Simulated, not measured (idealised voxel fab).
The document below concerns the process module designated voxel tone inversion.
Cross-section cut: width 225 nm, square cells of 5 nm.
This document writes a cross-section as a grid whose cells are square, and gives it as bands, listed from the top down; one or more rows of cells form a band.
Each band's line starts with the height of the band's top and of its bottom, in nm. Then come its materials from left to right, each with its width in nm. One material with "all across" fills the band from edge to edge. "blank" is empty space.
Measure heights from 0. That's the level where, below it, the as-received wafer is all one material. The lowest band is bottomless and extends downward; write it as in "z 0 and below".
Per-row width for "30 to 40": begins at first number (top row of band), ends at second number (bottom row), increment between rows held constant.
Step note "nothing different" = no cross-section cell changed.
Look at "Trapped cavities" for the closed voids: empty spaces with no open path to the top, sized 8 cells or up. Each is width x height at distance, distance from the left edge, all nm.
Whatever follows a step's settings on its line is a remark the simulator itself makes about that step.
"overlay nm" on a masked step: distance the mask lay right of its planned place, negative for left.
# Listed below are the process steps as planned
1: RECEIVE [material Si]
2: CONFORMAL_DEP [material SiN] [thk nm 5]
3: DIRECTIONAL_DEP [material polySi] [thk nm 20]
4: PATTERN [tone cover] [mask id POSTS] [material resist] [width nm 25] [pitch nm 40] [thk nm 30] [overlay nm 0]
5: DIRECTIONAL_ETCH [etch materials polySi] [depth nm 20]
6: STRIP [etch materials resist]
7: FILL_DEP [material lowk] [thk nm 10]
8: CMP [height nm 25]
9: STRIP [etch materials polySi]
# Account of the first of two wafers, which was processed as intended
# Incoming wafer, cross-sectional view, post step 1
    z 0 and below  Si all across
    Trapped cavities: none
# So this is the wafer cross-section right after step 2
    z 5 to 0  SiN all across
    Below 0, the layers are the same as they were.
# So this is the wafer cross-section right after step 3
    z 25 to 5  polySi all across
    Below 5, the layers are the same as they were.
# So this is the wafer cross-section right after step 4
    z 55 to 25  blank 40 nm / resist 25 nm / blank 15 nm / resist 25 nm / blank 15 nm / resist 25 nm / blank 15 nm / resist 25 nm / blank 40 nm
    Below 25, the layers are the same as they were.
# So this is the wafer cross-section right after step 5
    z 55 to 25  blank 40 nm / resist 25 nm / blank 15 nm / resist 25 nm / blank 15 nm / resist 25 nm / blank 15 nm / resist 25 nm / blank 40 nm
    z 25 to 5  blank 40 nm / polySi 25 nm / blank 15 nm / polySi 25 nm / blank 15 nm / polySi 25 nm / blank 15 nm / polySi 25 nm / blank 40 nm
    Below 5, the layers are the same as they were.
# So this is the wafer cross-section right after step 6
    z 25 to 5  blank 40 nm / polySi 25 nm / blank 15 nm / polySi 25 nm / blank 15 nm / polySi 25 nm / blank 15 nm / polySi 25 nm / blank 40 nm
    Below 5, the layers are the same as they were.
# So this is the wafer cross-section right after step 7
    z 35 to 25  lowk all across
    z 25 to 5  lowk 40 nm / polySi 25 nm / lowk 15 nm / polySi 25 nm / lowk 15 nm / polySi 25 nm / lowk 15 nm / polySi 25 nm / lowk 40 nm
    Below 5, the layers are the same as they were.
# So this is the wafer cross-section right after step 8
    z 25 to 5  lowk 40 nm / polySi 25 nm / lowk 15 nm / polySi 25 nm / lowk 15 nm / polySi 25 nm / lowk 15 nm / polySi 25 nm / lowk 40 nm
    Below 5, the layers are the same as they were.
# So this is the wafer cross-section right after step 9
    z 25 to 5  lowk 40 nm / blank 25 nm / lowk 15 nm / blank 25 nm / lowk 15 nm / blank 25 nm / lowk 15 nm / blank 25 nm / lowk 40 nm
    Below 5, the layers are the same as they were.
# Wafer two. Same start, same plan, one slip in execution. Same as wafer one through step 3, inclusive
# Second wafer cross-section, taken as of the time the plan sets for step 4 to be done
    z 55 to 25  blank 35 nm / resist 25 nm / blank 15 nm / resist 25 nm / blank 15 nm / resist 25 nm / blank 15 nm / resist 25 nm / blank 45 nm
    Below 25, the layers are the same as they were.
# Second wafer cross-section, taken as of the time the plan sets for step 5 to be done
    z 55 to 25  blank 35 nm / resist 25 nm / blank 15 nm / resist 25 nm / blank 15 nm / resist 25 nm / blank 15 nm / resist 25 nm / blank 45 nm
    z 25 to 5  blank 35 nm / polySi 25 nm / blank 15 nm / polySi 25 nm / blank 15 nm / polySi 25 nm / blank 15 nm / polySi 25 nm / blank 45 nm
    Below 5, the layers are the same as they were.
# Second wafer cross-section, taken as of the time the plan sets for step 6 to be done
    z 25 to 5  blank 35 nm / polySi 25 nm / blank 15 nm / polySi 25 nm / blank 15 nm / polySi 25 nm / blank 15 nm / polySi 25 nm / blank 45 nm
    Below 5, the layers are the same as they were.
# Second wafer cross-section, taken as of the time the plan sets for step 7 to be done
    z 35 to 25  lowk all across
    z 25 to 5  lowk 35 nm / polySi 25 nm / lowk 15 nm / polySi 25 nm / lowk 15 nm / polySi 25 nm / lowk 15 nm / polySi 25 nm / lowk 45 nm
    Below 5, the layers are the same as they were.
# Second wafer cross-section, taken as of the time the plan sets for step 8 to be done
    z 25 to 5  lowk 35 nm / polySi 25 nm / lowk 15 nm / polySi 25 nm / lowk 15 nm / polySi 25 nm / lowk 15 nm / polySi 25 nm / lowk 45 nm
    Below 5, the layers are the same as they were.
# Second wafer cross-section, taken as of the time the plan sets for step 9 to be done
    z 25 to 5  lowk 35 nm / blank 25 nm / lowk 15 nm / blank 25 nm / lowk 15 nm / blank 25 nm / lowk 15 nm / blank 25 nm / lowk 45 nm
    Below 5, the layers are the same as they were.
Run error: step 4 off recipe, ran as PATTERN [tone cover] [mask id POSTS] [material resist] [width nm 25] [pitch nm 40] [thk nm 30] [overlay nm -5]
Same inventory, different map: at the end, the second wafer holds as many cells of each material as the first, placed elsewhere.
